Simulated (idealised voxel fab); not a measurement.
process module | voxel transistor to metal
Cross-section cut spans 180 nm and uses square cells 5 nm in size.
Format of a cross-section: grid, square cells. Given as bands. Order: top down. Band: one or more rows of cells. Per band: top height and bottom height in nm, followed by the left-to-right materials and their widths in nm; "everywhere" marks a single material spanning edge to edge, "empty" marks empty space. Where do heights start? At 0: under that level the wafer as delivered is made of one material only. And the lowest band has no floor; it just carries on downward, as in "0 nm and below". Width: "30 to 40" (first number = top row, second number = bottom row, same change from row to row of cells). Key: "nothing got changed" - step with no changed cell in the cross-section. The entry "Sealed void listing" lists the empty spaces that cover at least 8 cells and have no open path to the top. Each is written as width x height at distance, where the distance is measured from the left edge and all three values are in nm. Heads up: the bit after the settings on a step's line is the simulator's remark on that step. "overlay nm", when on a step's line for a step with a mask, measures how far to the right of its planned place the mask lay; a negative measure means to the left. Note: before/after cross-section pairs follow, one process step per pair, after-side truncated at the lowest changed band, step and settings given beneath. Different runs of this module on the same starting wafer may supply the pairs; a pair continues the one above only where the "Prior to step" entry says so.

**Prior to step**
* 90 nm to 85 nm | TiN=45  empty=10  TiN=70  empty=10  TiN=45
* 85 nm to 70 nm | SiO2=40  TiN=5  empty=10  TiN=5  SiO2=60  TiN=5  empty=10  TiN=5  SiO2=40
* 70 nm to 65 nm | SiO2=40  TiN=5  empty=5  TiN=10  SiO2=60  TiN=5  empty=5  TiN=10  SiO2=40
* 65 nm to 55 nm | SiO2=40  TiN=5  empty=5  TiN=5  SiO2=65  TiN=5  empty=5  TiN=5  SiO2=45
* 55 nm to 50 nm | SiCN=40  TiN=15  SiCN=65  TiN=15  SiCN=45
* 50 nm to 45 nm | TiN=45  Cu=10  TiN=70  Cu=10  TiN=45
* 45 nm to 25 nm | lowk=40  TiN=5  Cu=10  TiN=5  lowk=60  TiN=5  Cu=10  TiN=5  lowk=40
* 25 nm to 20 nm | SiN=40  TiN=20  SiN=60  TiN=20  SiN=40
* 20 nm to 15 nm | SiO2=40  TiN=5  Ru=10  TiN=5  SiO2=60  TiN=5  Ru=10  TiN=5  SiO2=40
* 15 nm to 5 nm | SiO2=40  TiN=5  Ru=10  TiN=5  SiO2=5  SiN=10  HfO2=5  TiN=5  W=10  TiN=5  HfO2=5  SiN=10  SiO2=5  TiN=5  Ru=10  TiN=5  SiO2=40
* 5 nm to 0 nm | SiO2=40  TiN=20  SiO2=5  SiN=10  HfO2=5  TiN=20  HfO2=5  SiN=10  SiO2=5  TiN=20  SiO2=40
* 0 nm to -5 nm | SiO2=35  pSi=30  SiO2=5  HfO2=40  SiO2=5  pSi=30  SiO2=35
* -5 nm to -35 nm | SiO2=40  Si=100  SiO2=40
* -35 nm and below | Si everywhere
* Sealed void listing: none

**Step Result**
* 100 nm to 90 nm | Ru everywhere
* 90 nm to 85 nm | TiN=45  Ru=10  TiN=70  Ru=10  TiN=45
* 85 nm to 70 nm | SiO2=40  TiN=5  Ru=10  TiN=5  SiO2=60  TiN=5  Ru=10  TiN=5  SiO2=40
* 70 nm to 65 nm | SiO2=40  TiN=5  Ru=5  TiN=10  SiO2=60  TiN=5  Ru=5  TiN=10  SiO2=40
* 65 nm to 55 nm | SiO2=40  TiN=5  Ru=5  TiN=5  SiO2=65  TiN=5  Ru=5  TiN=5  SiO2=45
* Whatever lies below 55 is exactly as it was before.
* Sealed void listing: none
Processing between the before and after sections above: FILL_DEP,material Ru,thk nm 10

Prior to step: This step starts from the configuration shown after the step in the pair immediately above.

**Step Result**
* 85 nm to 70 nm | SiO2=40  TiN=5  Ru=10  TiN=5  SiO2=60  TiN=5  Ru=10  TiN=5  SiO2=40
* Whatever lies below 70 is exactly as it was before.
* Sealed void listing: none
Processing between the before and after sections above: CMP,height nm 85

Prior to step: This step starts from the configuration shown after the step in the pair immediately above.

**Step Result**
* 90 nm to 85 nm | SiN everywhere
* Whatever lies below 85 is exactly as it was before.
* Sealed void listing: none
Processing between the before and after sections above: CONFORMAL_DEP,material SiN,thk nm 5

**Prior to step**
* 30 nm to 20 nm | SiCN everywhere
* 20 nm to 0 nm | polySi everywhere
* 0 nm to -5 nm | SiO2 everywhere
* -5 nm to -35 nm | SiO2=40  Si=100  SiO2=40
* -35 nm and below | Si everywhere
* Sealed void listing: none

**Step Result**
* 45 nm to 30 nm | empty=80  resist=20  empty=80
* Whatever lies below 30 is exactly as it was before.
* Sealed void listing: none
Processing between the before and after sections above: PATTERN,tone cover,mask id GATE,material resist,width nm 20,thk nm 15,overlay nm 0

Prior to step: This step starts from the configuration shown after the step in the pair immediately above.

**Step Result**
* 45 nm to 30 nm | empty=80  resist=20  empty=80
* 30 nm to 20 nm | empty=80  SiCN=20  empty=80
* Whatever lies below 20 is exactly as it was before.
* Sealed void listing: none
Processing between the before and after sections above: DIRECTIONAL_ETCH,etch materials SiCN,depth nm 20

Prior to step: This step starts from the configuration shown after the step in the pair immediately above.

**Step Result**
* 45 nm to 30 nm | empty=80  resist=20  empty=80
* 30 nm to 20 nm | empty=80  SiCN=20  empty=80
* 20 nm to 0 nm | empty=80  polySi=20  empty=80
* Whatever lies below 0 is exactly as it was before.
* Sealed void listing: none
Processing between the before and after sections above: DIRECTIONAL_ETCH,etch materials polySi,depth nm 30

Prior to step: This step starts from the configuration shown after the step in the pair immediately above.

**Step Result**
* 30 nm to 20 nm | empty=80  SiCN=20  empty=80
* Whatever lies below 20 is exactly as it was before.
* Sealed void listing: none
Processing between the before and after sections above: STRIP,etch materials resist

Prior to step: This step starts from the configuration shown after the step in the pair immediately above.

**Step Result**
* 40 nm to 30 nm | empty=70  SiN=40  empty=70
* 30 nm to 20 nm | empty=70  SiN=10  SiCN=20  SiN=10  empty=70
* 20 nm to 10 nm | empty=70  SiN=10  polySi=20  SiN=10  empty=70
* 10 nm to 0 nm | SiN=80  polySi=20  SiN=80
* Whatever lies below 0 is exactly as it was before.
* Sealed void listing: none
Processing between the before and after sections above: CONFORMAL_DEP,material SiN,thk nm 10

Prior to step: This step starts from the configuration shown after the step in the pair immediately above.

**Step Result**
* 30 nm to 20 nm | empty=70  SiN=10  SiCN=20  SiN=10  empty=70
* 20 nm to 0 nm | empty=70  SiN=10  polySi=20  SiN=10  empty=70
* Whatever lies below 0 is exactly as it was before.
* Sealed void listing: none
Processing between the before and after sections above: DIRECTIONAL_ETCH,etch materials SiN,depth nm 10

Prior to step: This step starts from the configuration shown after the step in the pair immediately above.

**Step Result**
* 30 nm to 20 nm | empty=70  SiN=10  SiCN=20  SiN=10  empty=70
* 20 nm to 0 nm | empty=70  SiN=10  polySi=20  SiN=10  empty=70
* 0 nm to -5 nm | empty=70  SiO2=40  empty=70
* Whatever lies below -5 is exactly as it was before.
* Sealed void listing: none
Processing between the before and after sections above: DIRECTIONAL_ETCH,etch materials SiO2,depth nm 5

Prior to step: This step starts from the configuration shown after the step in the pair immediately above.

**Step Result**
* 30 nm to 20 nm | empty=70  SiN=10  SiCN=20  SiN=10  empty=70
* 20 nm to 0 nm | empty=70  SiN=10  polySi=20  SiN=10  empty=70
* 0 nm to -5 nm | empty=35  pSi=35  SiO2=40  pSi=35  empty=35
* Whatever lies below -5 is exactly as it was before.
* Sealed void listing: none
Processing between the before and after sections above: EPI,material pSi,thk nm 5

Prior to step: This step starts from the configuration shown after the step in the pair immediately above.

**Step Result**
* 40 nm to 30 nm | SiO2 everywhere
* 30 nm to 20 nm | SiO2=70  SiN=10  SiCN=20  SiN=10  SiO2=70
* 20 nm to 0 nm | SiO2=70  SiN=10  polySi=20  SiN=10  SiO2=70
* 0 nm to -5 nm | SiO2=35  pSi=35  SiO2=40  pSi=35  SiO2=35
* Whatever lies below -5 is exactly as it was before.
* Sealed void listing: none
Processing between the before and after sections above: FILL_DEP,material SiO2,thk nm 10

Prior to step: This step starts from the configuration shown after the step in the pair immediately above.

**Step Result**
* 20 nm to 0 nm | SiO2=70  SiN=10  polySi=20  SiN=10  SiO2=70
* Whatever lies below 0 is exactly as it was before.
* Sealed void listing: none
Processing between the before and after sections above: CMP,height nm 20

Prior to step: This step starts from the configuration shown after the step in the pair immediately above.

**Step Result**
* 20 nm to 0 nm | SiO2=70  SiN=10  empty=20  SiN=10  SiO2=70
* Whatever lies below 0 is exactly as it was before.
* Sealed void listing: none
Processing between the before and after sections above: STRIP,etch materials polySi

Prior to step: This step starts from the configuration shown after the step in the pair immediately above.

**Step Result**
* 20 nm to 15 nm | empty=70  SiN=10  empty=20  SiN=10  empty=70
* 15 nm to 0 nm | SiO2=70  SiN=10  empty=20  SiN=10  SiO2=70
* 0 nm to -5 nm | SiO2=35  pSi=35  SiO2=5  empty=30  SiO2=5  pSi=35  SiO2=35
* Whatever lies below -5 is exactly as it was before.
* Sealed void listing: none
Processing between the before and after sections above: SELECTIVE_ETCH,etch materials SiO2,depth nm 5

Prior to step: This step starts from the configuration shown after the step in the pair immediately above.

**Step Result**
* 25 nm to 20 nm | empty=65  HfO2=20  empty=10  HfO2=20  empty=65
* 20 nm to 15 nm | HfO2=70  SiN=10  HfO2=5  empty=10  HfO2=5  SiN=10  HfO2=70
* 15 nm to 0 nm | SiO2=70  SiN=10  HfO2=5  empty=10  HfO2=5  SiN=10  SiO2=70
* 0 nm to -5 nm | SiO2=35  pSi=35  SiO2=5  HfO2=30  SiO2=5  pSi=35  SiO2=35
* Whatever lies below -5 is exactly as it was before.
* Sealed void listing: none
Processing between the before and after sections above: CONFORMAL_DEP,material HfO2,thk nm 5

Prior to step: This step starts from the configuration shown after the step in the pair immediately above.

**Step Result**
* 30 nm to 25 nm | empty=60  TiN=60  empty=60
* 25 nm to 20 nm | TiN=65  HfO2=20  TiN=10  HfO2=20  TiN=65
* 20 nm to 15 nm | HfO2=70  SiN=10  HfO2=5  TiN=10  HfO2=5  SiN=10  HfO2=70
* 15 nm to 0 nm | SiO2=70  SiN=10  HfO2=5  TiN=10  HfO2=5  SiN=10  SiO2=70
* Whatever lies below 0 is exactly as it was before.
* Sealed void listing: none
Processing between the before and after sections above: CONFORMAL_DEP,material TiN,thk nm 5

Prior to step: This step starts from the configuration shown after the step in the pair immediately above.

**Step Result**
* 40 nm to 30 nm | W everywhere
* 30 nm to 25 nm | W=60  TiN=60  W=60
* Whatever lies below 25 is exactly as it was before.
* Sealed void listing: none
Processing between the before and after sections above: FILL_DEP,material W,thk nm 10

Prior to step: This step starts from the configuration shown after the step in the pair immediately above.

**Step Result**
* 15 nm to 0 nm | SiO2=70  SiN=10  HfO2=5  TiN=10  HfO2=5  SiN=10  SiO2=70
* Whatever lies below 0 is exactly as it was before.
* Sealed void listing: none
Processing between the before and after sections above: CMP,height nm 15

Prior to step: This step starts from the configuration shown after the step in the pair immediately above.

**Step Result**
* 25 nm to 15 nm | SiO2 everywhere
* Whatever lies below 15 is exactly as it was before.
* Sealed void listing: none
Processing between the before and after sections above: DIRECTIONAL_DEP,material SiO2,thk nm 10

Prior to step: This step starts from the configuration shown after the step in the pair immediately above.

**Step Result**
* 25 nm to 15 nm | SiO2=40  empty=20  SiO2=60  empty=20  SiO2=40
* 15 nm to 0 nm | SiO2=40  empty=20  SiO2=10  SiN=10  HfO2=5  TiN=10  HfO2=5  SiN=10  SiO2=10  empty=20  SiO2=40
* Whatever lies below 0 is exactly as it was before.
* Sealed void listing: none
Processing between the before and after sections above: MASKED_ETCH,tone open,mask id CONTACT,width nm 20,pitch nm 80,etch materials SiO2,depth nm 25,overlay nm 0

Prior to step: This step starts from the configuration shown after the step in the pair immediately above.

**Step Result**
* 30 nm to 25 nm | TiN=45  empty=10  TiN=70  empty=10  TiN=45
* 25 nm to 15 nm | SiO2=40  TiN=5  empty=10  TiN=5  SiO2=60  TiN=5  empty=10  TiN=5  SiO2=40
* 15 nm to 5 nm | SiO2=40  TiN=5  empty=10  TiN=5  SiO2=10  SiN=10  HfO2=5  TiN=10  HfO2=5  SiN=10  SiO2=10  TiN=5  empty=10  TiN=5  SiO2=40
* 5 nm to 0 nm | SiO2=40  TiN=20  SiO2=10  SiN=10  HfO2=5  TiN=10  HfO2=5  SiN=10  SiO2=10  TiN=20  SiO2=40
* Whatever lies below 0 is exactly as it was before.
* Sealed void listing: none
Processing between the before and after sections above: CONFORMAL_DEP,material TiN,thk nm 5

Prior to step: This step starts from the configuration shown after the step in the pair immediately above.

**Step Result**
* 35 nm to 30 nm | Ru everywhere
* 30 nm to 25 nm | TiN=45  Ru=10  TiN=70  Ru=10  TiN=45
* 25 nm to 15 nm | SiO2=40  TiN=5  Ru=10  TiN=5  SiO2=60  TiN=5  Ru=10  TiN=5  SiO2=40
* 15 nm to 5 nm | SiO2=40  TiN=5  Ru=10  TiN=5  SiO2=10  SiN=10  HfO2=5  TiN=10  HfO2=5  SiN=10  SiO2=10  TiN=5  Ru=10  TiN=5  SiO2=40
* Whatever lies below 5 is exactly as it was before.
* Sealed void listing: none
Processing between the before and after sections above: FILL_DEP,material Ru,thk nm 5

Prior to step: This step starts from the configuration shown after the step in the pair immediately above.

**Step Result**
* 25 nm to 15 nm | SiO2=40  TiN=5  Ru=10  TiN=5  SiO2=60  TiN=5  Ru=10  TiN=5  SiO2=40
* Whatever lies below 15 is exactly as it was before.
* Sealed void listing: none
Processing between the before and after sections above: CMP,height nm 25

Prior to step: This step starts from the configuration shown after the step in the pair immediately above.

**Step Result**
* 30 nm to 25 nm | SiN everywhere
* Whatever lies below 25 is exactly as it was before.
* Sealed void listing: none
Processing between the before and after sections above: CONFORMAL_DEP,material SiN,thk nm 5

Prior to step: This step starts from the configuration shown after the step in the pair immediately above.

**Step Result**
* 50 nm to 30 nm | lowk everywhere
* Whatever lies below 30 is exactly as it was before.
* Sealed void listing: none
Processing between the before and after sections above: DIRECTIONAL_DEP,material lowk,thk nm 20

Prior to step: This step starts from the configuration shown after the step in the pair immediately above.

**Step Result**
* 65 nm to 50 nm | aC everywhere
* Whatever lies below 50 is exactly as it was before.
* Sealed void listing: none
Processing between the before and after sections above: DIRECTIONAL_DEP,material aC,thk nm 15

Prior to step: This step starts from the configuration shown after the step in the pair immediately above.

**Step Result**
* 95 nm to 65 nm | resist=40  empty=20  resist=60  empty=20  resist=40
* Whatever lies below 65 is exactly as it was before.
* Sealed void listing: none
Processing between the before and after sections above: PATTERN,tone open,mask id METAL_1,material resist,width nm 20,pitch nm 80,thk nm 30,overlay nm 0

Prior to step: This step starts from the configuration shown after the step in the pair immediately above.

**Step Result**
* 80 nm to 65 nm | resist=40  empty=20  resist=60  empty=20  resist=40
* 65 nm to 50 nm | aC=40  empty=20  aC=60  empty=20  aC=40
* Whatever lies below 50 is exactly as it was before.
* Sealed void listing: none
Processing between the before and after sections above: DIRECTIONAL_ETCH,etch materials aC,depth nm 15

Prior to step: This step starts from the configuration shown after the step in the pair immediately above.

**Step Result**
* 65 nm to 50 nm | aC=40  empty=20  aC=60  empty=20  aC=40
* Whatever lies below 50 is exactly as it was before.
* Sealed void listing: none
Processing between the before and after sections above: STRIP,etch materials resist

Prior to step: This step starts from the configuration shown after the step in the pair immediately above.

**Step Result**
* 65 nm to 50 nm | aC=40  empty=20  aC=60  empty=20  aC=40
* 50 nm to 30 nm | lowk=40  empty=20  lowk=60  empty=20  lowk=40
* Whatever lies below 30 is exactly as it was before.
* Sealed void listing: none
Processing between the before and after sections above: DIRECTIONAL_ETCH,etch materials lowk,depth nm 20

Prior to step: This step starts from the configuration shown after the step in the pair immediately above.

**Step Result**
* 65 nm to 50 nm | aC=40  empty=20  aC=60  empty=20  aC=40
* 50 nm to 30 nm | lowk=40  empty=20  lowk=60  empty=20  lowk=40
* 30 nm to 25 nm | SiN=40  empty=20  SiN=60  empty=20  SiN=40
* Whatever lies below 25 is exactly as it was before.
* Sealed void listing: none
Processing between the before and after sections above: DIRECTIONAL_ETCH,etch materials SiN,depth nm 5

Prior to step: This step starts from the configuration shown after the step in the pair immediately above.

**Step Result**
* 50 nm to 30 nm | lowk=40  empty=20  lowk=60  empty=20  lowk=40
* Whatever lies below 30 is exactly as it was before.
* Sealed void listing: none
Processing between the before and after sections above: STRIP,etch materials aC

Prior to step: This step starts from the configuration shown after the step in the pair immediately above.

**Step Result**
* 55 nm to 50 nm | TiN=45  empty=10  TiN=70  empty=10  TiN=45
* 50 nm to 30 nm | lowk=40  TiN=5  empty=10  TiN=5  lowk=60  TiN=5  empty=10  TiN=5  lowk=40
* 30 nm to 25 nm | SiN=40  TiN=20  SiN=60  TiN=20  SiN=40
* Whatever lies below 25 is exactly as it was before.
* Sealed void listing: none
Processing between the before and after sections above: CONFORMAL_DEP,material TiN,thk nm 5

Prior to step: This step starts from the configuration shown after the step in the pair immediately above.

**Step Result**
* 60 nm to 55 nm | Cu everywhere
* 55 nm to 50 nm | TiN=45  Cu=10  TiN=70  Cu=10  TiN=45
* 50 nm to 30 nm | lowk=40  TiN=5  Cu=10  TiN=5  lowk=60  TiN=5  Cu=10  TiN=5  lowk=40
* Whatever lies below 30 is exactly as it was before.
* Sealed void listing: none
Processing between the before and after sections above: FILL_DEP,material Cu,thk nm 5

Prior to step: This step starts from the configuration shown after the step in the pair immediately above.

**Step Result**
* 50 nm to 30 nm | lowk=40  TiN=5  Cu=10  TiN=5  lowk=60  TiN=5  Cu=10  TiN=5  lowk=40
* Whatever lies below 30 is exactly as it was before.
* Sealed void listing: none
Processing between the before and after sections above: CMP,height nm 50

Prior to step: This step starts from the configuration shown after the step in the pair immediately above.

**Step Result**
* 55 nm to 50 nm | SiCN everywhere
* Whatever lies below 50 is exactly as it was before.
* Sealed void listing: none
Processing between the before and after sections above: CONFORMAL_DEP,material SiCN,thk nm 5

Prior to step: This step starts from the configuration shown after the step in the pair immediately above.

**Step Result**
* 85 nm to 55 nm | SiO2 everywhere
* Whatever lies below 55 is exactly as it was before.
* Sealed void listing: none
Processing between the before and after sections above: DIRECTIONAL_DEP,material SiO2,thk nm 30

Prior to step: This step starts from the configuration shown after the step in the pair immediately above.

**Step Result**
* 85 nm to 55 nm | SiO2=40  empty=15  SiO2=65  empty=15  SiO2=45
* Whatever lies below 55 is exactly as it was before.
* Sealed void listing: none
Processing between the before and after sections above: MASKED_ETCH,tone open,mask id METAL_2_HOLES,width nm 15,pitch nm 80,etch materials SiO2,depth nm 30,overlay nm 0

Prior to step: This step starts from the configuration shown after the step in the pair immediately above.

**Step Result**
* 85 nm to 65 nm | SiO2=40  empty=20  SiO2=60  empty=20  SiO2=40
* Whatever lies below 65 is exactly as it was before.
* Sealed void listing: none
Processing between the before and after sections above: MASKED_ETCH,tone open,mask id METAL_2,width nm 20,pitch nm 80,etch materials SiO2,depth nm 20,overlay nm 0

Prior to step: This step starts from the configuration shown after the step in the pair immediately above.

**Step Result**
* 85 nm to 65 nm | SiO2=40  empty=20  SiO2=60  empty=20  SiO2=40
* 65 nm to 55 nm | SiO2=40  empty=15  SiO2=65  empty=15  SiO2=45
* 55 nm to 50 nm | SiCN=40  empty=15  SiCN=65  empty=15  SiCN=45
* Whatever lies below 50 is exactly as it was before.
* Sealed void listing: none
Processing between the before and after sections above: MASKED_ETCH,tone open,mask id METAL_2,width nm 20,pitch nm 80,etch materials SiCN,depth nm 5,overlay nm 0

Prior to step: This step starts from the configuration shown after the step in the pair immediately above.

**Step Result**
* 90 nm to 85 nm | TiN=45  empty=10  TiN=70  empty=10  TiN=45
* 85 nm to 70 nm | SiO2=40  TiN=5  empty=10  TiN=5  SiO2=60  TiN=5  empty=10  TiN=5  SiO2=40
* 70 nm to 65 nm | SiO2=40  TiN=5  empty=5  TiN=10  SiO2=60  TiN=5  empty=5  TiN=10  SiO2=40
* 65 nm to 55 nm | SiO2=40  TiN=5  empty=5  TiN=5  SiO2=65  TiN=5  empty=5  TiN=5  SiO2=45
* 55 nm to 50 nm | SiCN=40  TiN=15  SiCN=65  TiN=15  SiCN=45
* Whatever lies below 50 is exactly as it was before.
* Sealed void listing: none
Processing between the before and after sections above: CONFORMAL_DEP,material TiN,thk nm 5

Prior to step: This step starts from the configuration shown after the step in the pair immediately above.

**Step Result**
* 100 nm to 90 nm | Ru everywhere
* 90 nm to 85 nm | TiN=45  Ru=10  TiN=70  Ru=10  TiN=45
* 85 nm to 70 nm | SiO2=40  TiN=5  Ru=10  TiN=5  SiO2=60  TiN=5  Ru=10  TiN=5  SiO2=40
* 70 nm to 65 nm | SiO2=40  TiN=5  Ru=5  TiN=10  SiO2=60  TiN=5  Ru=5  TiN=10  SiO2=40
* 65 nm to 55 nm | SiO2=40  TiN=5  Ru=5  TiN=5  SiO2=65  TiN=5  Ru=5  TiN=5  SiO2=45
* Whatever lies below 55 is exactly as it was before.
* Sealed void listing: none
Processing between the before and after sections above: FILL_DEP,material Ru,thk nm 10

Prior to step: This step starts from the configuration shown after the step in the pair immediately above.

**Step Result**
* 85 nm to 70 nm | SiO2=40  TiN=5  Ru=10  TiN=5  SiO2=60  TiN=5  Ru=10  TiN=5  SiO2=40
* Whatever lies below 70 is exactly as it was before.
* Sealed void listing: none
Processing between the before and after sections above: CMP,height nm 85

Prior to step: This step starts from the configuration shown after the step in the pair immediately above.

**Step Result**
* 90 nm to 85 nm | SiN everywhere
* Whatever lies below 85 is exactly as it was before.
* Sealed void listing: none
Processing between the before and after sections above: CONFORMAL_DEP,material SiN,thk nm 5

**Prior to step**
* 30 nm to 20 nm | SiCN everywhere
* 20 nm to 0 nm | polySi everywhere
* 0 nm to -5 nm | SiO2 everywhere
* -5 nm to -35 nm | SiO2=40  Si=100  SiO2=40
* -35 nm and below | Si everywhere
* Sealed void listing: none

**Step Result**
* 45 nm to 30 nm | empty=70  resist=30  empty=80
* Whatever lies below 30 is exactly as it was before.
* Sealed void listing: none
Processing between the before and after sections above: PATTERN,tone cover,mask id GATE,material resist,width nm 30,thk nm 15,overlay nm -5

Prior to step: This step starts from the configuration shown after the step in the pair immediately above.

**Step Result**
* 45 nm to 30 nm | empty=70  resist=30  empty=80
* 30 nm to 20 nm | empty=70  SiCN=30  empty=80
* Whatever lies below 20 is exactly as it was before.
* Sealed void listing: none
Processing between the before and after sections above: DIRECTIONAL_ETCH,etch materials SiCN,depth nm 20

Prior to step: This step starts from the configuration shown after the step in the pair immediately above.

**Step Result**
* 45 nm to 30 nm | empty=70  resist=30  empty=80
* 30 nm to 20 nm | empty=70  SiCN=30  empty=80
* 20 nm to 0 nm | empty=70  polySi=30  empty=80
* Whatever lies below 0 is exactly as it was before.
* Sealed void listing: none
Processing between the before and after sections above: DIRECTIONAL_ETCH,etch materials polySi,depth nm 30

Prior to step: This step starts from the configuration shown after the step in the pair immediately above.

**Step Result**
* 30 nm to 20 nm | empty=70  SiCN=30  empty=80
* Whatever lies below 20 is exactly as it was before.
* Sealed void listing: none
Processing between the before and after sections above: STRIP,etch materials resist

Prior to step: This step starts from the configuration shown after the step in the pair immediately above.

**Step Result**
* 40 nm to 30 nm | empty=60  SiN=50  empty=70
* 30 nm to 20 nm | empty=60  SiN=10  SiCN=30  SiN=10  empty=70
* 20 nm to 10 nm | empty=60  SiN=10  polySi=30  SiN=10  empty=70
* 10 nm to 0 nm | SiN=70  polySi=30  SiN=80
* Whatever lies below 0 is exactly as it was before.
* Sealed void listing: none
Processing between the before and after sections above: CONFORMAL_DEP,material SiN,thk nm 10

Prior to step: This step starts from the configuration shown after the step in the pair immediately above.

**Step Result**
* 30 nm to 20 nm | empty=60  SiN=10  SiCN=30  SiN=10  empty=70
* 20 nm to 0 nm | empty=60  SiN=10  polySi=30  SiN=10  empty=70
* Whatever lies below 0 is exactly as it was before.
* Sealed void listing: none
Processing between the before and after sections above: DIRECTIONAL_ETCH,etch materials SiN,depth nm 10

Prior to step: This step starts from the configuration shown after the step in the pair immediately above.

**Step Result**
* 30 nm to 20 nm | empty=60  SiN=10  SiCN=30  SiN=10  empty=70
* 20 nm to 0 nm | empty=60  SiN=10  polySi=30  SiN=10  empty=70
* 0 nm to -5 nm | empty=60  SiO2=50  empty=70
* Whatever lies below -5 is exactly as it was before.
* Sealed void listing: none
Processing between the before and after sections above: DIRECTIONAL_ETCH,etch materials SiO2,depth nm 5

Prior to step: This step starts from the configuration shown after the step in the pair immediately above.

**Step Result**
* 30 nm to 20 nm | empty=60  SiN=10  SiCN=30  SiN=10  empty=70
* 20 nm to 0 nm | empty=60  SiN=10  polySi=30  SiN=10  empty=70
* 0 nm to -5 nm | empty=35  pSi=25  SiO2=50  pSi=35  empty=35
* Whatever lies below -5 is exactly as it was before.
* Sealed void listing: none
Processing between the before and after sections above: EPI,material pSi,thk nm 5

Prior to step: This step starts from the configuration shown after the step in the pair immediately above.

**Step Result**
* 40 nm to 30 nm | SiO2 everywhere
* 30 nm to 20 nm | SiO2=60  SiN=10  SiCN=30  SiN=10  SiO2=70
* 20 nm to 0 nm | SiO2=60  SiN=10  polySi=30  SiN=10  SiO2=70
* 0 nm to -5 nm | SiO2=35  pSi=25  SiO2=50  pSi=35  SiO2=35
* Whatever lies below -5 is exactly as it was before.
* Sealed void listing: none
Processing between the before and after sections above: FILL_DEP,material SiO2,thk nm 10

Prior to step: This step starts from the configuration shown after the step in the pair immediately above.

**Step Result**
* 20 nm to 0 nm | SiO2=60  SiN=10  polySi=30  SiN=10  SiO2=70
* Whatever lies below 0 is exactly as it was before.
* Sealed void listing: none
Processing between the before and after sections above: CMP,height nm 20

Prior to step: This step starts from the configuration shown after the step in the pair immediately above.

**Step Result**
* 20 nm to 0 nm | SiO2=60  SiN=10  empty=30  SiN=10  SiO2=70
* Whatever lies below 0 is exactly as it was before.
* Sealed void listing: none
Processing between the before and after sections above: STRIP,etch materials polySi

Prior to step: This step starts from the configuration shown after the step in the pair immediately above.

**Step Result**
* 20 nm to 15 nm | empty=60  SiN=10  empty=30  SiN=10  empty=70
* 15 nm to 0 nm | SiO2=60  SiN=10  empty=30  SiN=10  SiO2=70
* 0 nm to -5 nm | SiO2=35  pSi=25  SiO2=5  empty=40  SiO2=5  pSi=35  SiO2=35
* Whatever lies below -5 is exactly as it was before.
* Sealed void listing: none
Processing between the before and after sections above: SELECTIVE_ETCH,etch materials SiO2,depth nm 5

Prior to step: This step starts from the configuration shown after the step in the pair immediately above.

**Step Result**
* 25 nm to 20 nm | empty=55  HfO2=20  empty=20  HfO2=20  empty=65
* 20 nm to 15 nm | HfO2=60  SiN=10  HfO2=5  empty=20  HfO2=5  SiN=10  HfO2=70
* 15 nm to 0 nm | SiO2=60  SiN=10  HfO2=5  empty=20  HfO2=5  SiN=10  SiO2=70
* 0 nm to -5 nm | SiO2=35  pSi=25  SiO2=5  HfO2=40  SiO2=5  pSi=35  SiO2=35
* Whatever lies below -5 is exactly as it was before.
* Sealed void listing: none
Processing between the before and after sections above: CONFORMAL_DEP,material HfO2,thk nm 5

Prior to step: This step starts from the configuration shown after the step in the pair immediately above.

**Step Result**
* 30 nm to 25 nm | empty=50  TiN=30  empty=10  TiN=30  empty=60
* 25 nm to 20 nm | TiN=55  HfO2=20  TiN=5  empty=10  TiN=5  HfO2=20  TiN=65
* 20 nm to 15 nm | HfO2=60  SiN=10  HfO2=5  TiN=5  empty=10  TiN=5  HfO2=5  SiN=10  HfO2=70
* 15 nm to 5 nm | SiO2=60  SiN=10  HfO2=5  TiN=5  empty=10  TiN=5  HfO2=5  SiN=10  SiO2=70
* 5 nm to 0 nm | SiO2=60  SiN=10  HfO2=5  TiN=20  HfO2=5  SiN=10  SiO2=70
* Whatever lies below 0 is exactly as it was before.
* Sealed void listing: none
Processing between the before and after sections above: CONFORMAL_DEP,material TiN,thk nm 5

Prior to step: This step starts from the configuration shown after the step in the pair immediately above.

**Step Result**
* 40 nm to 30 nm | W everywhere
* 30 nm to 25 nm | W=50  TiN=30  W=10  TiN=30  W=60
* 25 nm to 20 nm | TiN=55  HfO2=20  TiN=5  W=10  TiN=5  HfO2=20  TiN=65
* 20 nm to 15 nm | HfO2=60  SiN=10  HfO2=5  TiN=5  W=10  TiN=5  HfO2=5  SiN=10  HfO2=70
* 15 nm to 5 nm | SiO2=60  SiN=10  HfO2=5  TiN=5  W=10  TiN=5  HfO2=5  SiN=10  SiO2=70
* Whatever lies below 5 is exactly as it was before.
* Sealed void listing: none
Processing between the before and after sections above: FILL_DEP,material W,thk nm 10

Prior to step: This step starts from the configuration shown after the step in the pair immediately above.

**Step Result**
* 15 nm to 5 nm | SiO2=60  SiN=10  HfO2=5  TiN=5  W=10  TiN=5  HfO2=5  SiN=10  SiO2=70
* Whatever lies below 5 is exactly as it was before.
* Sealed void listing: none
Processing between the before and after sections above: CMP,height nm 15

Prior to step: This step starts from the configuration shown after the step in the pair immediately above.

**Step Result**
* 25 nm to 15 nm | SiO2 everywhere
* Whatever lies below 15 is exactly as it was before.
* Sealed void listing: none
Processing between the before and after sections above: DIRECTIONAL_DEP,material SiO2,thk nm 10

Prior to step: This step starts from the configuration shown after the step in the pair immediately above.

**Step Result**
* 25 nm to 15 nm | SiO2=40  empty=20  SiO2=60  empty=20  SiO2=40
* 15 nm to 5 nm | SiO2=40  empty=20  SiN=10  HfO2=5  TiN=5  W=10  TiN=5  HfO2=5  SiN=10  SiO2=10  empty=20  SiO2=40
* 5 nm to 0 nm | SiO2=40  empty=20  SiN=10  HfO2=5  TiN=20  HfO2=5  SiN=10  SiO2=10  empty=20  SiO2=40
* Whatever lies below 0 is exactly as it was before.
* Sealed void listing: none
Processing between the before and after sections above: MASKED_ETCH,tone open,mask id CONTACT,width nm 20,pitch nm 80,etch materials SiO2,depth nm 25,overlay nm 0

Prior to step: This step starts from the configuration shown after the step in the pair immediately above.

**Step Result**
* 30 nm to 25 nm | TiN=45  empty=10  TiN=70  empty=10  TiN=45
* 25 nm to 15 nm | SiO2=40  TiN=5  empty=10  TiN=5  SiO2=60  TiN=5  empty=10  TiN=5  SiO2=40
* 15 nm to 5 nm | SiO2=40  TiN=5  empty=10  TiN=5  SiN=10  HfO2=5  TiN=5  W=10  TiN=5  HfO2=5  SiN=10  SiO2=10  TiN=5  empty=10  TiN=5  SiO2=40
* 5 nm to 0 nm | SiO2=40  TiN=20  SiN=10  HfO2=5  TiN=20  HfO2=5  SiN=10  SiO2=10  TiN=20  SiO2=40
* Whatever lies below 0 is exactly as it was before.
* Sealed void listing: none
Processing between the before and after sections above: CONFORMAL_DEP,material TiN,thk nm 5
